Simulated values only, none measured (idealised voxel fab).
The process module that follows is named voxel tone inversion.
This is section cut - it's 175 nm across, gridded in 5 nm square cells.
Cross-section = grid of square cells, listed top down in bands; band = one or more rows. First you get the band's top height and its bottom height, in nm, and then the materials it's made of, left to right, with each width in nm. If you see a single material with "throughout", that one covers the band edge to edge. "blank" is empty space. Heights are reckoned from 0. Under this level, the received wafer is all of one material. The bottommost band is open-ended downward, for example "0 down". It should be noted that a width expressed as "30..40" varies in equal increments from row to row of cells within the band, taking the value of the first number at the top row and that of the second number at the bottom row. "identical to before" after a step means that no cell of the cross-section changed. In "Voids, sealed" the enclosed voids are listed, meaning empty spaces of 8 cells or larger without any opening to the top. The form is width x height at distance, distance from the left edge, units nm. Post-settings text on a step line: simulator's own remark regarding the step. overlay nm: where the mask lay relative to plan, measured to the right, on steps with a mask; negatives go left.

Listed below are the process steps as planned:
1) RECEIVE | material Si
2) CONFORMAL_DEP | material SiCN | thk nm 5
3) DIRECTIONAL_DEP | material aC | thk nm 25
4) PATTERN | tone cover | mask id POSTS | material resist | width nm 15 | pitch nm 55 | thk nm 35 | overlay nm 0
5) DIRECTIONAL_ETCH | etch materials aC | depth nm 25
6) STRIP | etch materials resist
7) FILL_DEP | material SiO2 | thk nm 5
8) CMP | height nm 30
9) STRIP | etch materials aC
Split variable: width nm, step 4. Plan value = first wafer. Wafers start alike.

Cross-section, first of several wafers, as delivered after step 1:
0 down: Si throughout
Voids, sealed: none

Each wafer at the end: cells of each material gained (+) or lost (-) since it was received, then its closed voids:
width nm 15; +35 SiCN; +130 SiO2; Voids, sealed: none
width nm 20; +35 SiCN; +115 SiO2; Voids, sealed: none
width nm 25; +35 SiCN; +100 SiO2; Voids, sealed: none
width nm 30; +35 SiCN; +85 SiO2; Voids, sealed: none
width nm 35; +35 SiCN; +70 SiO2; Voids, sealed: none
